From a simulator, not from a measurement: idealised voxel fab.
process module | voxel self aligned vias
cross-section cut | 255 nm wide | cells 5 nm
A cross-section is a grid of square cells, given in bands from the top down. A band is one or more rows of cells.
Each band's line starts with the height of the band's top and of its bottom, in nm. Then come its materials from left to right, each with its width in nm. One material with "throughout" fills the band from edge to edge. "air" is empty space.
Height 0 is the level under which the wafer as received is all one material. The lowest band goes on downwards, as in "0 down".
A width such as "30 to 40" changes by the same amount from each row of cells to the next, from the band's top row to its bottom row.
"no change" after a step means that no cell of the cross-section changed.
closed voids: empty space of 8 cells or more with no open way to the top, each as width x height at its distance from the left edge, in nm
after a step's settings: what the simulator itself notes on the step
overlay nm, on a step with a mask: how far to the right of its planned place the mask lay; to the left if negative
plan
1 op RECEIVE | material Si
2 op CONFORMAL_DEP | material SiO2 | thk nm 15
3 op CONFORMAL_DEP | material SiCN | thk nm 5
4 op DIRECTIONAL_DEP | material SiO2 | thk nm 25
5 op PATTERN | tone open | mask id LINES | material resist | width nm 25 | pitch nm 65 | thk nm 20 | overlay nm 0
6 op DIRECTIONAL_ETCH | etch materials SiO2 | depth nm 25
7 op STRIP | etch materials resist
8 op CONFORMAL_DEP | material TiN | thk nm 5
9 op FILL_DEP | material W | thk nm 10
10 op CMP | height nm 45
11 op SELECTIVE_ETCH | etch materials W Ru TiN | depth nm 5
12 op FILL_DEP | material SiN | thk nm 10
13 op CMP | height nm 45
14 op DIRECTIONAL_DEP | material SiO2 | thk nm 20
15 op DIRECTIONAL_DEP | material aC | thk nm 15
16 op PATTERN | tone open | mask id VIAS | material resist | width nm 45 | pitch nm 65 | thk nm 30 | overlay nm 0
17 op DIRECTIONAL_ETCH | etch materials aC | depth nm 15
18 op STRIP | etch materials resist
19 op DIRECTIONAL_ETCH | etch materials SiO2 | depth nm 20
20 op DIRECTIONAL_ETCH | etch materials SiN | depth nm 5
21 op STRIP | etch materials aC
22 op CONFORMAL_DEP | material TiN | thk nm 5
23 op FILL_DEP | material W | thk nm 5
24 op CMP | height nm 65
25 op CONFORMAL_DEP | material SiN | thk nm 5
as received, after step 1
  0 down: Si throughout
  closed voids: none
a wafer at the end: this start, this plan, one mistake
  70 to 65: SiN throughout
  65 to 50: SiO2 40 | TiN 5 | W 35 | TiN 5 | SiO2 20 | TiN 5 | W 35 | TiN 5 | SiO2 20 | TiN 5 | W 35 | TiN 5 | SiO2 40
  50 to 45: SiO2 40 | TiN 15 | W 15 | TiN 15 | SiO2 20 | TiN 15 | W 15 | TiN 15 | SiO2 20 | TiN 15 | W 15 | TiN 15 | SiO2 40
  45 to 40: SiO2 50 | TiN 25 | SiO2 40 | TiN 25 | SiO2 40 | TiN 25 | SiO2 50
  40 to 25: SiO2 50 | TiN 5 | W 15 | TiN 5 | SiO2 40 | TiN 5 | W 15 | TiN 5 | SiO2 40 | TiN 5 | W 15 | TiN 5 | SiO2 50
  25 to 20: SiO2 50 | TiN 25 | SiO2 40 | TiN 25 | SiO2 40 | TiN 25 | SiO2 50
  20 to 5: SiO2 throughout
  5 to 0: SiCN throughout
  0 down: Si throughout
  closed voids: none
what went wrong: steps 2 and 3 were swapped
